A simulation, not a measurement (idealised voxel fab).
Herein follows the process module entitled voxel wiring stack.
Cross-section cut spans 280 nm and uses square cells 5 nm in size.
Notation: cross-section as square-cell grid; stated in bands, top first, going down; one or more cell rows per band.
A band entry consists of two parts. The first gives the height of the band's top and the height of its bottom, in nm. The rest lists the band's materials from left to right, each with its width in nm. A single material labelled with the word "everywhere" fills the band from edge to edge, and the word "air" marks empty space.
The reference from which all heights are counted is 0, the level beneath which the as-received wafer is entirely one material; the lowest band, having no lower bound, proceeds downward and is written after the example "0..down".
The expression "30->40" gives the width at the extremes of the band, the first number at its top row of cells and the second at its bottom row, with the width changing by equal amounts from each row to the next in between.
Step note "same as before" = no cross-section cell changed.
The label "Enclosed cavities" introduces a list of the empty spaces, 8 cells or larger, that have no open way up to the top; each entry in it reads width x height at distance, where the distance is taken from the left edge and all three are stated in nm.
Anything after a step's settings on that line? It's the simulator's own note about the step.
Regarding "overlay nm": on a step with a mask, it is the distance the mask lay to the right of its planned place; a negative value places it to the left.
Below you will find pairs of cross-sections. In each, one shows the wafer before one process step and the other after it, with the after view ending at the lowest band that changed. Under each pair is the step separating them, along with its settings. Do not assume the pairs form a chain: they can come from different runs of this module on the same starting wafer, and a pair continues from the pair above it only when its "Pre-step cross-section" entry says so.

PRE-STEP CROSS-SECTION
- 105..75: SiO2 everywhere
- 75..70: SiCN everywhere
- 70..60: SiO2=100; TiN=5; Cu=15; TiN=5; SiO2=30; TiN=5; Cu=15; TiN=5; SiO2=100
- 60..55: SiO2=100; TiN=5; Cu=5; TiN=15; SiO2=30; TiN=25; SiO2=100
- 55..45: SiO2=100; TiN=5; Cu=5; TiN=5; SiO2=165
- 45..40: SiCN=100; TiN=15; SiCN=165
- 40..35: SiCN=95; Ru=35; SiCN=20; Ru=35; SiCN=95
- 35..30: SiN=100; TiN=25; SiN=30; TiN=25; SiN=100
- 30..0: SiO2 everywhere
- 0..down: Si everywhere
- Enclosed cavities: none

POST-STEP CROSS-SECTION
- 120..105: resist=100; air=25; resist=30; air=25; resist=100
- Nothing below the height 105 has changed.
- Enclosed cavities: none
What sits between those two cross-sections? PATTERN [tone open] [mask id METAL_3] [material resist] [width nm 25] [pitch nm 55] [thk nm 15] [overlay nm 0]

Pre-step cross-section: taken from the pair above, after panel.

POST-STEP CROSS-SECTION
- 120..105: resist=100; air=25; resist=30; air=25; resist=100
- 105..90: SiO2=100; air=25; SiO2=30; air=25; SiO2=100
- Nothing below the height 90 has changed.
- Enclosed cavities: none
What sits between those two cross-sections? DIRECTIONAL_ETCH [etch materials SiO2] [depth nm 15]

Pre-step cross-section: taken from the pair above, after panel.

POST-STEP CROSS-SECTION
- 105..90: SiO2=100; air=25; SiO2=30; air=25; SiO2=100
- Nothing below the height 90 has changed.
- Enclosed cavities: none
What sits between those two cross-sections? STRIP [etch materials resist]

Pre-step cross-section: taken from the pair above, after panel.

POST-STEP CROSS-SECTION
- 120..105: resist=100; air=15; resist=40; air=15; resist=110
- 105..90: SiO2=100; air=15; resist=10; SiO2=30; air=15; resist=10; SiO2=100
- Nothing below the height 90 has changed.
- Enclosed cavities: none
What sits between those two cross-sections? PATTERN [tone open] [mask id METAL_3_HOLES] [material resist] [width nm 15] [pitch nm 55] [thk nm 15] [overlay nm 0]

Pre-step cross-section: taken from the pair above, after panel.

POST-STEP CROSS-SECTION
- 120..105: resist=100; air=15; resist=40; air=15; resist=110
- 105..90: SiO2=100; air=15; resist=10; SiO2=30; air=15; resist=10; SiO2=100
- 90..75: SiO2=100; air=15; SiO2=40; air=15; SiO2=110
- Nothing below the height 75 has changed.
- Enclosed cavities: none
What sits between those two cross-sections? DIRECTIONAL_ETCH [etch materials SiO2] [depth nm 15]

Pre-step cross-section: taken from the pair above, after panel.

POST-STEP CROSS-SECTION
- 120..105: resist=100; air=15; resist=40; air=15; resist=110
- 105..90: SiO2=100; air=15; resist=10; SiO2=30; air=15; resist=10; SiO2=100
- 90..75: SiO2=100; air=15; SiO2=40; air=15; SiO2=110
- 75..70: SiCN=100; air=15; SiCN=40; air=15; SiCN=110
- Nothing below the height 70 has changed.
- Enclosed cavities: none
What sits between those two cross-sections? DIRECTIONAL_ETCH [etch materials SiCN] [depth nm 5]

Pre-step cross-section: taken from the pair above, after panel.

POST-STEP CROSS-SECTION
- 105..90: SiO2=100; air=25; SiO2=30; air=25; SiO2=100
- Nothing below the height 90 has changed.
- Enclosed cavities: none
What sits between those two cross-sections? STRIP [etch materials resist]

Pre-step cross-section: taken from the pair above, after panel.

POST-STEP CROSS-SECTION
- 110..105: TiN=105; air=15; TiN=40; air=15; TiN=105
- 105..95: SiO2=100; TiN=5; air=15; TiN=5; SiO2=30; TiN=5; air=15; TiN=5; SiO2=100
- 95..90: SiO2=100; TiN=5; air=5; TiN=15; SiO2=30; TiN=5; air=5; TiN=15; SiO2=100
- 90..75: SiO2=100; TiN=5; air=5; TiN=5; SiO2=40; TiN=5; air=5; TiN=5; SiO2=110
- 75..70: SiCN=100; TiN=15; SiCN=40; TiN=15; SiCN=110
- Nothing below the height 70 has changed.
- Enclosed cavities: none
What sits between those two cross-sections? CONFORMAL_DEP [material TiN] [thk nm 5]

Pre-step cross-section: taken from the pair above, after panel.

POST-STEP CROSS-SECTION
- 120..110: Ru everywhere
- 110..105: TiN=105; Ru=15; TiN=40; Ru=15; TiN=105
- 105..95: SiO2=100; TiN=5; Ru=15; TiN=5; SiO2=30; TiN=5; Ru=15; TiN=5; SiO2=100
- 95..90: SiO2=100; TiN=5; Ru=5; TiN=15; SiO2=30; TiN=5; Ru=5; TiN=15; SiO2=100
- 90..75: SiO2=100; TiN=5; Ru=5; TiN=5; SiO2=40; TiN=5; Ru=5; TiN=5; SiO2=110
- Nothing below the height 75 has changed.
- Enclosed cavities: none
What sits between those two cross-sections? FILL_DEP [material Ru] [thk nm 10]

Pre-step cross-section: taken from the pair above, after panel.

POST-STEP CROSS-SECTION
- 105..95: SiO2=100; TiN=5; Ru=15; TiN=5; SiO2=30; TiN=5; Ru=15; TiN=5; SiO2=100
- Nothing below the height 95 has changed.
- Enclosed cavities: none
What sits between those two cross-sections? CMP [height nm 105]

Pre-step cross-section: taken from the pair above, after panel.

POST-STEP CROSS-SECTION
- 110..105: SiCN everywhere
- Nothing below the height 105 has changed.
- Enclosed cavities: none
What sits between those two cross-sections? CONFORMAL_DEP [material SiCN] [thk nm 5]

PRE-STEP CROSS-SECTION
- 15..0: SiO2 everywhere
- 0..down: Si everywhere
- Enclosed cavities: none

POST-STEP CROSS-SECTION
- 30..15: lowk everywhere
- Nothing below the height 15 has changed.
- Enclosed cavities: none
What sits between those two cross-sections? DIRECTIONAL_DEP [material lowk] [thk nm 15]

Pre-step cross-section: taken from the pair above, after panel.

POST-STEP CROSS-SECTION
- 35..30: SiN everywhere
- Nothing below the height 30 has changed.
- Enclosed cavities: none
What sits between those two cross-sections? CONFORMAL_DEP [material SiN] [thk nm 5]

Pre-step cross-section: taken from the pair above, after panel.

POST-STEP CROSS-SECTION
- 50..35: aC everywhere
- Nothing below the height 35 has changed.
- Enclosed cavities: none
What sits between those two cross-sections? DIRECTIONAL_DEP [material aC] [thk nm 15]

Pre-step cross-section: taken from the pair above, after panel.

POST-STEP CROSS-SECTION
- 85..50: resist=100; air=25; resist=30; air=25; resist=100
- Nothing below the height 50 has changed.
- Enclosed cavities: none
What sits between those two cross-sections? PATTERN [tone open] [mask id METAL_1] [material resist] [width nm 25] [pitch nm 55] [thk nm 35] [overlay nm 0]

Pre-step cross-section: taken from the pair above, after panel.

POST-STEP CROSS-SECTION
- 70..50: resist=100; air=25; resist=30; air=25; resist=100
- 50..35: aC=100; air=25; aC=30; air=25; aC=100
- Nothing below the height 35 has changed.
- Enclosed cavities: none
What sits between those two cross-sections? DIRECTIONAL_ETCH [etch materials aC] [depth nm 15]

Pre-step cross-section: taken from the pair above, after panel.

POST-STEP CROSS-SECTION
- 50..35: aC=100; air=25; aC=30; air=25; aC=100
- Nothing below the height 35 has changed.
- Enclosed cavities: none
What sits between those two cross-sections? STRIP [etch materials resist]

Pre-step cross-section: taken from the pair above, after panel.

POST-STEP CROSS-SECTION
- 50..35: aC=100; air=25; aC=30; air=25; aC=100
- 35..30: SiN=100; air=25; SiN=30; air=25; SiN=100
- Nothing below the height 30 has changed.
- Enclosed cavities: none
What sits between those two cross-sections? DIRECTIONAL_ETCH [etch materials SiN] [depth nm 5]

Pre-step cross-section: taken from the pair above, after panel.

POST-STEP CROSS-SECTION
- 35..30: SiN=100; air=25; SiN=30; air=25; SiN=100
- Nothing below the height 30 has changed.
- Enclosed cavities: none
What sits between those two cross-sections? STRIP [etch materials aC]

Pre-step cross-section: taken from the pair above, after panel.

POST-STEP CROSS-SECTION
- 40..35: TiN=105; air=15; TiN=40; air=15; TiN=105
- 35..30: SiN=100; TiN=25; SiN=30; TiN=25; SiN=100
- Nothing below the height 30 has changed.
- Enclosed cavities: none
What sits between those two cross-sections? CONFORMAL_DEP [material TiN] [thk nm 5]

Pre-step cross-section: taken from the pair above, after panel.

POST-STEP CROSS-SECTION
- 50..40: Cu everywhere
- 40..35: TiN=105; Cu=15; TiN=40; Cu=15; TiN=105
- Nothing below the height 35 has changed.
- Enclosed cavities: none
What sits between those two cross-sections? FILL_DEP [material Cu] [thk nm 10]

Pre-step cross-section: taken from the pair above, after panel.

POST-STEP CROSS-SECTION
- 35..30: SiN=100; TiN=25; SiN=30; TiN=25; SiN=100
- Nothing below the height 30 has changed.
- Enclosed cavities: none
What sits between those two cross-sections? CMP [height nm 35]

Pre-step cross-section: taken from the pair above, after panel.

POST-STEP CROSS-SECTION
- 40..35: air=95; Ru=35; air=20; Ru=35; air=95
- Nothing below the height 35 has changed.
- Enclosed cavities: none
What sits between those two cross-sections? EPI [material Ru] [thk nm 5]

Pre-step cross-section: taken from the pair above, after panel.

POST-STEP CROSS-SECTION
- 45..40: SiCN everywhere
- 40..35: SiCN=95; Ru=35; SiCN=20; Ru=35; SiCN=95
- Nothing below the height 35 has changed.
- Enclosed cavities: none
What sits between those two cross-sections? FILL_DEP [material SiCN] [thk nm 5]

Pre-step cross-section: taken from the pair above, after panel.

POST-STEP CROSS-SECTION
- 70..45: SiO2 everywhere
- Nothing below the height 45 has changed.
- Enclosed cavities: none
What sits between those two cross-sections? DIRECTIONAL_DEP [material SiO2] [thk nm 25]

Pre-step cross-section: taken from the pair above, after panel.

POST-STEP CROSS-SECTION
- 70..55: SiO2=100; air=25; SiO2=30; air=25; SiO2=100
- Nothing below the height 55 has changed.
- Enclosed cavities: none
What sits between those two cross-sections? MASKED_ETCH [tone open] [mask id METAL_2] [width nm 25] [pitch nm 55] [etch materials SiO2] [depth nm 15] [overlay nm 0]

Pre-step cross-section: taken from the pair above, after panel.

POST-STEP CROSS-SECTION
- 90..70: resist=100; air=15; resist=165
- 70..55: SiO2=100; air=15; resist=10; SiO2=30; resist=25; SiO2=100
- Nothing below the height 55 has changed.
- Enclosed cavities: none
What sits between those two cross-sections? PATTERN [tone open] [mask id METAL_2_HOLES] [material resist] [width nm 15] [thk nm 20] [overlay nm 0]

Pre-step cross-section: taken from the pair above, after panel.

POST-STEP CROSS-SECTION
- 90..70: resist=100; air=15; resist=165
- 70..55: SiO2=100; air=15; resist=10; SiO2=30; resist=25; SiO2=100
- 55..45: SiO2=100; air=15; SiO2=165
- Nothing below the height 45 has changed.
- Enclosed cavities: none
What sits between those two cross-sections? DIRECTIONAL_ETCH [etch materials SiO2] [depth nm 10]

Pre-step cross-section: taken from the pair above, after panel.

POST-STEP CROSS-SECTION
- 90..70: resist=100; air=15; resist=165
- 70..55: SiO2=100; air=15; resist=10; SiO2=30; resist=25; SiO2=100
- 55..45: SiO2=100; air=15; SiO2=165
- 45..40: SiCN=100; air=15; SiCN=165
- Nothing below the height 40 has changed.
- Enclosed cavities: none
What sits between those two cross-sections? DIRECTIONAL_ETCH [etch materials SiCN] [depth nm 5]

Pre-step cross-section: taken from the pair above, after panel.

POST-STEP CROSS-SECTION
- 70..55: SiO2=100; air=25; SiO2=30; air=25; SiO2=100
- Nothing below the height 55 has changed.
- Enclosed cavities: none
What sits between those two cross-sections? STRIP [etch materials resist]

Pre-step cross-section: taken from the pair above, after panel.

POST-STEP CROSS-SECTION
- 75..70: TiN=105; air=15; TiN=40; air=15; TiN=105
- 70..60: SiO2=100; TiN=5; air=15; TiN=5; SiO2=30; TiN=5; air=15; TiN=5; SiO2=100
- 60..55: SiO2=100; TiN=5; air=5; TiN=15; SiO2=30; TiN=25; SiO2=100
- 55..45: SiO2=100; TiN=5; air=5; TiN=5; SiO2=165
- 45..40: SiCN=100; TiN=15; SiCN=165
- Nothing below the height 40 has changed.
- Enclosed cavities: none
What sits between those two cross-sections? CONFORMAL_DEP [material TiN] [thk nm 5]

Pre-step cross-section: taken from the pair above, after panel.

POST-STEP CROSS-SECTION
- 80..75: Cu everywhere
- 75..70: TiN=105; Cu=15; TiN=40; Cu=15; TiN=105
- 70..60: SiO2=100; TiN=5; Cu=15; TiN=5; SiO2=30; TiN=5; Cu=15; TiN=5; SiO2=100
- 60..55: SiO2=100; TiN=5; Cu=5; TiN=15; SiO2=30; TiN=25; SiO2=100
- 55..45: SiO2=100; TiN=5; Cu=5; TiN=5; SiO2=165
- Nothing below the height 45 has changed.
- Enclosed cavities: none
What sits between those two cross-sections? FILL_DEP [material Cu] [thk nm 5]

Pre-step cross-section: taken from the pair above, after panel.

POST-STEP CROSS-SECTION
- 70..60: SiO2=100; TiN=5; Cu=15; TiN=5; SiO2=30; TiN=5; Cu=15; TiN=5; SiO2=100
- Nothing below the height 60 has changed.
- Enclosed cavities: none
What sits between those two cross-sections? CMP [height nm 70]

Pre-step cross-section: taken from the pair above, after panel.

POST-STEP CROSS-SECTION
- 75..70: SiCN everywhere
- Nothing below the height 70 has changed.
- Enclosed cavities: none
What sits between those two cross-sections? CONFORMAL_DEP [material SiCN] [thk nm 5]

Pre-step cross-section: taken from the pair above, after panel.

POST-STEP CROSS-SECTION
- 105..75: SiO2 everywhere
- Nothing below the height 75 has changed.
- Enclosed cavities: none
What sits between those two cross-sections? DIRECTIONAL_DEP [material SiO2] [thk nm 30]

Pre-step cross-section: taken from the pair above, after panel.

POST-STEP CROSS-SECTION
- 120..105: resist=100; air=25; resist=30; air=25; resist=100
- Nothing below the height 105 has changed.
- Enclosed cavities: none
What sits between those two cross-sections? PATTERN [tone open] [mask id METAL_3] [material resist] [width nm 25] [pitch nm 55] [thk nm 15] [overlay nm 0]

Pre-step cross-section: taken from the pair above, after panel.

POST-STEP CROSS-SECTION
- 120..105: resist=100; air=25; resist=30; air=25; resist=100
- 105..90: SiO2=100; air=25; SiO2=30; air=25; SiO2=100
- Nothing below the height 90 has changed.
- Enclosed cavities: none
What sits between those two cross-sections? DIRECTIONAL_ETCH [etch materials SiO2] [depth nm 15]

Pre-step cross-section: taken from the pair above, after panel.

POST-STEP CROSS-SECTION
- 105..90: SiO2=100; air=25; SiO2=30; air=25; SiO2=100
- Nothing below the height 90 has changed.
- Enclosed cavities: none
What sits between those two cross-sections? STRIP [etch materials resist]

Pre-step cross-section: taken from the pair above, after panel.

POST-STEP CROSS-SECTION
- 120..105: resist=100; air=15; resist=40; air=15; resist=110
- 105..90: SiO2=100; air=15; resist=10; SiO2=30; air=15; resist=10; SiO2=100
- Nothing below the height 90 has changed.
- Enclosed cavities: none
What sits between those two cross-sections? PATTERN [tone open] [mask id METAL_3_HOLES] [material resist] [width nm 15] [pitch nm 55] [thk nm 15] [overlay nm 0]

Pre-step cross-section: taken from the pair above, after panel.

POST-STEP CROSS-SECTION
- 120..105: resist=100; air=15; resist=40; air=15; resist=110
- 105..90: SiO2=100; air=15; resist=10; SiO2=30; air=15; resist=10; SiO2=100
- 90..75: SiO2=100; air=15; SiO2=40; air=15; SiO2=110
- Nothing below the height 75 has changed.
- Enclosed cavities: none
What sits between those two cross-sections? DIRECTIONAL_ETCH [etch materials SiO2] [depth nm 15]

Pre-step cross-section: taken from the pair above, after panel.

POST-STEP CROSS-SECTION
- 120..105: resist=100; air=15; resist=40; air=15; resist=110
- 105..90: SiO2=100; air=15; resist=10; SiO2=30; air=15; resist=10; SiO2=100
- 90..75: SiO2=100; air=15; SiO2=40; air=15; SiO2=110
- 75..70: SiCN=100; air=15; SiCN=40; air=15; SiCN=110
- Nothing below the height 70 has changed.
- Enclosed cavities: none
What sits between those two cross-sections? DIRECTIONAL_ETCH [etch materials SiCN] [depth nm 5]

Pre-step cross-section: taken from the pair above, after panel.

POST-STEP CROSS-SECTION
- 105..90: SiO2=100; air=25; SiO2=30; air=25; SiO2=100
- Nothing below the height 90 has changed.
- Enclosed cavities: none
What sits between those two cross-sections? STRIP [etch materials resist]

Pre-step cross-section: taken from the pair above, after panel.

POST-STEP CROSS-SECTION
- 110..105: TiN=105; air=15; TiN=40; air=15; TiN=105
- 105..95: SiO2=100; TiN=5; air=15; TiN=5; SiO2=30; TiN=5; air=15; TiN=5; SiO2=100
- 95..90: SiO2=100; TiN=5; air=5; TiN=15; SiO2=30; TiN=5; air=5; TiN=15; SiO2=100
- 90..75: SiO2=100; TiN=5; air=5; TiN=5; SiO2=40; TiN=5; air=5; TiN=5; SiO2=110
- 75..70: SiCN=100; TiN=15; SiCN=40; TiN=15; SiCN=110
- Nothing below the height 70 has changed.
- Enclosed cavities: none
What sits between those two cross-sections? CONFORMAL_DEP [material TiN] [thk nm 5]

Pre-step cross-section: taken from the pair above, after panel.

POST-STEP CROSS-SECTION
- 120..110: Ru everywhere
- 110..105: TiN=105; Ru=15; TiN=40; Ru=15; TiN=105
- 105..95: SiO2=100; TiN=5; Ru=15; TiN=5; SiO2=30; TiN=5; Ru=15; TiN=5; SiO2=100
- 95..90: SiO2=100; TiN=5; Ru=5; TiN=15; SiO2=30; TiN=5; Ru=5; TiN=15; SiO2=100
- 90..75: SiO2=100; TiN=5; Ru=5; TiN=5; SiO2=40; TiN=5; Ru=5; TiN=5; SiO2=110
- Nothing below the height 75 has changed.
- Enclosed cavities: none
What sits between those two cross-sections? FILL_DEP [material Ru] [thk nm 10]

Pre-step cross-section: taken from the pair above, after panel.

POST-STEP CROSS-SECTION
- 105..95: SiO2=100; TiN=5; Ru=15; TiN=5; SiO2=30; TiN=5; Ru=15; TiN=5; SiO2=100
- Nothing below the height 95 has changed.
- Enclosed cavities: none
What sits between those two cross-sections? CMP [height nm 105]

Pre-step cross-section: taken from the pair above, after panel.

POST-STEP CROSS-SECTION
- 110..105: SiCN everywhere
- Nothing below the height 105 has changed.
- Enclosed cavities: none
What sits between those two cross-sections? CONFORMAL_DEP [material SiCN] [thk nm 5]

PRE-STEP CROSS-SECTION
- 0..down: Si everywhere
- Enclosed cavities: none

POST-STEP CROSS-SECTION
- 10..0: SiO2 everywhere
- Nothing below the height 0 has changed.
- Enclosed cavities: none
What sits between those two cross-sections? CONFORMAL_DEP [material SiO2] [thk nm 10]

Pre-step cross-section: taken from the pair above, after panel.

POST-STEP CROSS-SECTION
- 15..10: SiN everywhere
- Nothing below the height 10 has changed.
- Enclosed cavities: none
What sits between those two cross-sections? CONFORMAL_DEP [material SiN] [thk nm 5]

Pre-step cross-section: taken from the pair above, after panel.

POST-STEP CROSS-SECTION
- 30..15: lowk everywhere
- Nothing below the height 15 has changed.
- Enclosed cavities: none
What sits between those two cross-sections? DIRECTIONAL_DEP [material lowk] [thk nm 15]

Pre-step cross-section: taken from the pair above, after panel.

POST-STEP CROSS-SECTION
- 45..30: aC everywhere
- Nothing below the height 30 has changed.
- Enclosed cavities: none
What sits between those two cross-sections? DIRECTIONAL_DEP [material aC] [thk nm 15]

Pre-step cross-section: taken from the pair above, after panel.

POST-STEP CROSS-SECTION
- 80..45: resist=100; air=25; resist=30; air=25; resist=100
- Nothing below the height 45 has changed.
- Enclosed cavities: none
What sits between those two cross-sections? PATTERN [tone open] [mask id METAL_1] [material resist] [width nm 25] [pitch nm 55] [thk nm 35] [overlay nm 0]

Pre-step cross-section: taken from the pair above, after panel.

POST-STEP CROSS-SECTION
- 65..45: resist=100; air=25; resist=30; air=25; resist=100
- 45..30: aC=100; air=25; aC=30; air=25; aC=100
- Nothing below the height 30 has changed.
- Enclosed cavities: none
What sits between those two cross-sections? DIRECTIONAL_ETCH [etch materials aC] [depth nm 15]

Pre-step cross-section: taken from the pair above, after panel.

POST-STEP CROSS-SECTION
- 45..30: aC=100; air=25; aC=30; air=25; aC=100
- Nothing below the height 30 has changed.
- Enclosed cavities: none
What sits between those two cross-sections? STRIP [etch materials resist]

Pre-step cross-section: taken from the pair above, after panel.

POST-STEP CROSS-SECTION
- 45..30: aC=100; air=25; aC=30; air=25; aC=100
- 30..15: lowk=100; air=25; lowk=30; air=25; lowk=100
- Nothing below the height 15 has changed.
- Enclosed cavities: none
What sits between those two cross-sections? DIRECTIONAL_ETCH [etch materials lowk] [depth nm 15]

Pre-step cross-section: taken from the pair above, after panel.

POST-STEP CROSS-SECTION
- 45..30: aC=100; air=25; aC=30; air=25; aC=100
- 30..15: lowk=100; air=25; lowk=30; air=25; lowk=100
- 15..10: SiN=100; air=25; SiN=30; air=25; SiN=100
- Nothing below the height 10 has changed.
- Enclosed cavities: none
What sits between those two cross-sections? DIRECTIONAL_ETCH [etch materials SiN] [depth nm 5]

Pre-step cross-section: taken from the pair above, after panel.

POST-STEP CROSS-SECTION
- 30..15: lowk=100; air=25; lowk=30; air=25; lowk=100
- Nothing below the height 15 has changed.
- Enclosed cavities: none
What sits between those two cross-sections? STRIP [etch materials aC]

Pre-step cross-section: taken from the pair above, after panel.

POST-STEP CROSS-SECTION
- 35..30: TiN=105; air=15; TiN=40; air=15; TiN=105
- 30..15: lowk=100; TiN=5; air=15; TiN=5; lowk=30; TiN=5; air=15; TiN=5; lowk=100
- 15..10: SiN=100; TiN=25; SiN=30; TiN=25; SiN=100
- Nothing below the height 10 has changed.
- Enclosed cavities: none
What sits between those two cross-sections? CONFORMAL_DEP [material TiN] [thk nm 5]

Pre-step cross-section: taken from the pair above, after panel.

POST-STEP CROSS-SECTION
- 45..35: Cu everywhere
- 35..30: TiN=105; Cu=15; TiN=40; Cu=15; TiN=105
- 30..15: lowk=100; TiN=5; Cu=15; TiN=5; lowk=30; TiN=5; Cu=15; TiN=5; lowk=100
- Nothing below the height 15 has changed.
- Enclosed cavities: none
What sits between those two cross-sections? FILL_DEP [material Cu] [thk nm 10]

Pre-step cross-section: taken from the pair above, after panel.

POST-STEP CROSS-SECTION
- 35..30: TiN=105; Cu=15; TiN=40; Cu=15; TiN=105
- Nothing below the height 30 has changed.
- Enclosed cavities: none
What sits between those two cross-sections? CMP [height nm 35]

Pre-step cross-section: taken from the pair above, after panel.

POST-STEP CROSS-SECTION
- 40..35: Ru everywhere
- Nothing below the height 35 has changed.
- Enclosed cavities: none
What sits between those two cross-sections? EPI [material Ru] [thk nm 5]

Pre-step cross-section: taken from the pair above, after panel.

POST-STEP CROSS-SECTION
- 45..40: SiCN everywhere
- Nothing below the height 40 has changed.
- Enclosed cavities: none
What sits between those two cross-sections? FILL_DEP [material SiCN] [thk nm 5]

Pre-step cross-section: taken from the pair above, after panel.

POST-STEP CROSS-SECTION
- 70..45: SiO2 everywhere
- Nothing below the height 45 has changed.
- Enclosed cavities: none
What sits between those two cross-sections? DIRECTIONAL_DEP [material SiO2] [thk nm 25]

Pre-step cross-section: taken from the pair above, after panel.

POST-STEP CROSS-SECTION
- 70..55: SiO2=100; air=25; SiO2=30; air=25; SiO2=100
- Nothing below the height 55 has changed.
- Enclosed cavities: none
What sits between those two cross-sections? MASKED_ETCH [tone open] [mask id METAL_2] [width nm 25] [pitch nm 55] [etch materials SiO2] [depth nm 15] [overlay nm 0]

Pre-step cross-section: taken from the pair above, after panel.

POST-STEP CROSS-SECTION
- 90..70: resist=100; air=15; resist=165
- 70..55: SiO2=100; air=15; resist=10; SiO2=30; resist=25; SiO2=100
- Nothing below the height 55 has changed.
- Enclosed cavities: none
What sits between those two cross-sections? PATTERN [tone open] [mask id METAL_2_HOLES] [material resist] [width nm 15] [thk nm 20] [overlay nm 0]

Pre-step cross-section: taken from the pair above, after panel.

POST-STEP CROSS-SECTION
- 90..70: resist=100; air=15; resist=165
- 70..55: SiO2=100; air=15; resist=10; SiO2=30; resist=25; SiO2=100
- 55..45: SiO2=100; air=15; SiO2=165
- Nothing below the height 45 has changed.
- Enclosed cavities: none
What sits between those two cross-sections? DIRECTIONAL_ETCH [etch materials SiO2] [depth nm 10]

Pre-step cross-section: taken from the pair above, after panel.

POST-STEP CROSS-SECTION
- 90..70: resist=100; air=15; resist=165
- 70..55: SiO2=100; air=15; resist=10; SiO2=30; resist=25; SiO2=100
- 55..45: SiO2=100; air=15; SiO2=165
- 45..40: SiCN=100; air=15; SiCN=165
- Nothing below the height 40 has changed.
- Enclosed cavities: none
What sits between those two cross-sections? DIRECTIONAL_ETCH [etch materials SiCN] [depth nm 5]

Pre-step cross-section: taken from the pair above, after panel.

POST-STEP CROSS-SECTION
- 70..55: SiO2=100; air=25; SiO2=30; air=25; SiO2=100
- Nothing below the height 55 has changed.
- Enclosed cavities: none
What sits between those two cross-sections? STRIP [etch materials resist]

Pre-step cross-section: taken from the pair above, after panel.

POST-STEP CROSS-SECTION
- 75..70: TiN=105; air=15; TiN=40; air=15; TiN=105
- 70..60: SiO2=100; TiN=5; air=15; TiN=5; SiO2=30; TiN=5; air=15; TiN=5; SiO2=100
- 60..55: SiO2=100; TiN=5; air=5; TiN=15; SiO2=30; TiN=25; SiO2=100
- 55..45: SiO2=100; TiN=5; air=5; TiN=5; SiO2=165
- 45..40: SiCN=100; TiN=15; SiCN=165
- Nothing below the height 40 has changed.
- Enclosed cavities: none
What sits between those two cross-sections? CONFORMAL_DEP [material TiN] [thk nm 5]

Pre-step cross-section: taken from the pair above, after panel.

POST-STEP CROSS-SECTION
- 80..75: Cu everywhere
- 75..70: TiN=105; Cu=15; TiN=40; Cu=15; TiN=105
- 70..60: SiO2=100; TiN=5; Cu=15; TiN=5; SiO2=30; TiN=5; Cu=15; TiN=5; SiO2=100
- 60..55: SiO2=100; TiN=5; Cu=5; TiN=15; SiO2=30; TiN=25; SiO2=100
- 55..45: SiO2=100; TiN=5; Cu=5; TiN=5; SiO2=165
- Nothing below the height 45 has changed.
- Enclosed cavities: none
What sits between those two cross-sections? FILL_DEP [material Cu] [thk nm 5]

Pre-step cross-section: taken from the pair above, after panel.

POST-STEP CROSS-SECTION
- 70..60: SiO2=100; TiN=5; Cu=15; TiN=5; SiO2=30; TiN=5; Cu=15; TiN=5; SiO2=100
- Nothing below the height 60 has changed.
- Enclosed cavities: none
What sits between those two cross-sections? CMP [height nm 70]

Pre-step cross-section: taken from the pair above, after panel.

POST-STEP CROSS-SECTION
- 75..70: SiCN everywhere
- Nothing below the height 70 has changed.
- Enclosed cavities: none
What sits between those two cross-sections? CONFORMAL_DEP [material SiCN] [thk nm 5]

Pre-step cross-section: taken from the pair above, after panel.

POST-STEP CROSS-SECTION
- 105..75: SiO2 everywhere
- Nothing below the height 75 has changed.
- Enclosed cavities: none
What sits between those two cross-sections? DIRECTIONAL_DEP [material SiO2] [thk nm 30]

Pre-step cross-section: taken from the pair above, after panel.

POST-STEP CROSS-SECTION
- 120..105: resist=100; air=25; resist=30; air=25; resist=100
- Nothing below the height 105 has changed.
- Enclosed cavities: none
What sits between those two cross-sections? PATTERN [tone open] [mask id METAL_3] [material resist] [width nm 25] [pitch nm 55] [thk nm 15] [overlay nm 0]

Pre-step cross-section: taken from the pair above, after panel.

POST-STEP CROSS-SECTION
- 120..105: resist=100; air=25; resist=30; air=25; resist=100
- 105..90: SiO2=100; air=25; SiO2=30; air=25; SiO2=100
- Nothing below the height 90 has changed.
- Enclosed cavities: none
What sits between those two cross-sections? DIRECTIONAL_ETCH [etch materials SiO2] [depth nm 15]

Pre-step cross-section: taken from the pair above, after panel.

POST-STEP CROSS-SECTION
- 105..90: SiO2=100; air=25; SiO2=30; air=25; SiO2=100
- Nothing below the height 90 has changed.
- Enclosed cavities: none
What sits between those two cross-sections? STRIP [etch materials resist]

Pre-step cross-section: taken from the pair above, after panel.

POST-STEP CROSS-SECTION
- 120..105: resist=100; air=15; resist=40; air=15; resist=110
- 105..90: SiO2=100; air=15; resist=10; SiO2=30; air=15; resist=10; SiO2=100
- Nothing below the height 90 has changed.
- Enclosed cavities: none
What sits between those two cross-sections? PATTERN [tone open] [mask id METAL_3_HOLES] [material resist] [width nm 15] [pitch nm 55] [thk nm 15] [overlay nm 0]

Pre-step cross-section: taken from the pair above, after panel.

POST-STEP CROSS-SECTION
- 120..105: resist=100; air=15; resist=40; air=15; resist=110
- 105..90: SiO2=100; air=15; resist=10; SiO2=30; air=15; resist=10; SiO2=100
- 90..75: SiO2=100; air=15; SiO2=40; air=15; SiO2=110
- Nothing below the height 75 has changed.
- Enclosed cavities: none
What sits between those two cross-sections? DIRECTIONAL_ETCH [etch materials SiO2] [depth nm 15]

Pre-step cross-section: taken from the pair above, after panel.

POST-STEP CROSS-SECTION
- 120..105: resist=100; air=15; resist=40; air=15; resist=110
- 105..90: SiO2=100; air=15; resist=10; SiO2=30; air=15; resist=10; SiO2=100
- 90..75: SiO2=100; air=15; SiO2=40; air=15; SiO2=110
- 75..70: SiCN=100; air=15; SiCN=40; air=15; SiCN=110
- Nothing below the height 70 has changed.
- Enclosed cavities: none
What sits between those two cross-sections? DIRECTIONAL_ETCH [etch materials SiCN] [depth nm 5]

Pre-step cross-section: taken from the pair above, after panel.

POST-STEP CROSS-SECTION
- 105..90: SiO2=100; air=25; SiO2=30; air=25; SiO2=100
- Nothing below the height 90 has changed.
- Enclosed cavities: none
What sits between those two cross-sections? STRIP [etch materials resist]
